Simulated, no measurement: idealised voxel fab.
The name of this process module is voxel transistor to metal.
Displayed cross-section: cut, width of 280 nm, square cells sized 5 nm.
We lay out every cross-section as a grid of square cells and spell it out in bands from the top down, where one band means one or more rows of cells.
What a band's entry tells you: where the top is and where the bottom is, as heights in nm, and after that what lies inside, material by material from left to right, each with its width in nm. Empty space is written as the word "air", and a single material marked with the word "everywhere" occupies the band from edge to edge.
Zero point of the height axis is 0; under it, received wafer = one material. Lowest band: continues down indefinitely, "z 0 and below".
Width: "30 to 40" (first number = top row, second number = bottom row, same change from row to row of cells).
You'll sometimes find "same as before" written for a step, and that's the way of saying that nowhere in the cross-section did a cell change during that step.
Under "Closed void catalog" you'll find the enclosed gaps, the ones with no way out to the top, that are 8 cells or bigger; each reads width x height at distance, with distance counted from the left edge, everything in nm.
Where a step's line continues beyond its settings, the continuation is a remark by the simulator itself on that step.
overlay nm: where the mask lay relative to plan, measured to the right, on steps with a mask; negatives go left.
Steps planned for the process
1 op RECEIVE | material Si
2 op CONFORMAL_DEP | material SiO2 | thk nm 5
3 op CONFORMAL_DEP | material SiN | thk nm 15
4 op DIRECTIONAL_DEP | material aC | thk nm 10
5 op PATTERN | tone cover | mask id ACTIVE | material resist | width nm 110 | pitch nm 130 | thk nm 25 | overlay nm 0
6 op DIRECTIONAL_ETCH | etch materials aC | depth nm 10
7 op STRIP | etch materials resist
8 op DIRECTIONAL_ETCH | etch materials SiN | depth nm 15
9 op DIRECTIONAL_ETCH | etch materials SiO2 | depth nm 5
10 op DIRECTIONAL_ETCH | etch materials Si | depth nm 20
11 op STRIP | etch materials aC
12 op FILL_DEP | material SiO2 | thk nm 10
13 op CMP | height nm 20
14 op SELECTIVE_ETCH | etch materials SiO2 | depth nm 15
15 op STRIP | etch materials SiN
16 op SELECTIVE_ETCH | etch materials SiO2 | depth nm 5
17 op OXIDIZE | depth nm 5
18 op DIRECTIONAL_DEP | material polySi | thk nm 25
19 op DIRECTIONAL_DEP | material SiCN | thk nm 10
20 op MASKED_ETCH | tone cover | mask id GATE | width nm 20 | pitch nm 130 | etch materials SiCN | depth nm 20 | overlay nm 0
21 op MASKED_ETCH | tone cover | mask id GATE | width nm 20 | pitch nm 130 | etch materials polySi | depth nm 35 | overlay nm 0
22 op CONFORMAL_DEP | material SiN | thk nm 5
23 op DIRECTIONAL_ETCH | etch materials SiN | depth nm 5
24 op DIRECTIONAL_ETCH | etch materials SiO2 | depth nm 5
25 op DIRECTIONAL_ETCH | etch materials Si | depth nm 10
26 op EPI | material SiGe | thk nm 10
27 op FILL_DEP | material SiO2 | thk nm 10
28 op CMP | height nm 35
29 op DIRECTIONAL_DEP | material SiO2 | thk nm 10
30 op MASKED_ETCH | tone open | mask id CONTACT | width nm 20 | etch materials SiO2 | depth nm 50 | overlay nm 0
31 op CONFORMAL_DEP | material TiN | thk nm 5
32 op FILL_DEP | material Ru | thk nm 10
33 op CMP | height nm 45
34 op CONFORMAL_DEP | material SiCN | thk nm 5
35 op DIRECTIONAL_DEP | material SiO2 | thk nm 20
36 op MASKED_ETCH | tone open | mask id METAL_1 | width nm 20 | etch materials SiO2 | depth nm 20 | overlay nm 0
37 op MASKED_ETCH | tone open | mask id METAL_1 | width nm 20 | etch materials SiCN | depth nm 5 | overlay nm 0
38 op CONFORMAL_DEP | material TiN | thk nm 5
39 op FILL_DEP | material W | thk nm 5
40 op CMP | height nm 70
41 op EPI | material Ru | thk nm 5
42 op FILL_DEP | material SiCN | thk nm 5
43 op DIRECTIONAL_DEP | material lowk | thk nm 25
44 op PATTERN | tone open | mask id METAL_2 | material resist | width nm 20 | pitch nm 130 | thk nm 15 | overlay nm -10
45 op DIRECTIONAL_ETCH | etch materials lowk | depth nm 15
46 op STRIP | etch materials resist
47 op PATTERN | tone open | mask id METAL_2_HOLES | material resist | width nm 15 | pitch nm 130 | thk nm 15 | overlay nm 0
48 op DIRECTIONAL_ETCH | etch materials lowk | depth nm 10
49 op DIRECTIONAL_ETCH | etch materials SiCN | depth nm 5
50 op STRIP | etch materials resist
51 op CONFORMAL_DEP | material TiN | thk nm 5
52 op FILL_DEP | material Cu | thk nm 5
53 op CMP | height nm 105
54 op CONFORMAL_DEP | material SiCN | thk nm 5
It is noted that the wafers described herein are identical at the outset and are distinguished by the overlay nm of step 44; the value stated in the plan corresponds to the first wafer.
Cross-section of the first of several wafers as received (after step 1)
z 0 and below  Si everywhere
Closed void catalog: none
Quick key for the table: a row per wafer, taken at the end of the module. For each material it tells you how many cells the wafer gained (+) or lost (-) since it came in, and the closed voids come after
overlay nm -10; +10 Cu; +96 Ru; -156 Si; +196 SiCN; +80 SiGe; +28 SiN; +496 SiO2; +166 TiN; +32 W; +244 lowk; +40 polySi; Closed void catalog: none
overlay nm -5; +14 Cu; +96 Ru; -156 Si; +194 SiCN; +80 SiGe; +28 SiN; +496 SiO2; +164 TiN; +32 W; +244 lowk; +40 polySi; Closed void catalog: none
overlay nm 0; +14 Cu; +96 Ru; -156 Si; +194 SiCN; +80 SiGe; +28 SiN; +496 SiO2; +164 TiN; +32 W; +244 lowk; +40 polySi; Closed void catalog: none
overlay nm 5; +10 Cu; +96 Ru; -156 Si; +196 SiCN; +80 SiGe; +28 SiN; +496 SiO2; +166 TiN; +32 W; +244 lowk; +40 polySi; Closed void catalog: none
overlay nm 10; +12 Cu; +96 Ru; -156 Si; +198 SiCN; +80 SiGe; +28 SiN; +496 SiO2; +162 TiN; +32 W; +244 lowk; +40 polySi; Closed void catalog: none
overlay nm 15; +14 Cu; +96 Ru; -156 Si; +200 SiCN; +80 SiGe; +28 SiN; +496 SiO2; +158 TiN; +32 W; +244 lowk; +40 polySi; Closed void catalog: none
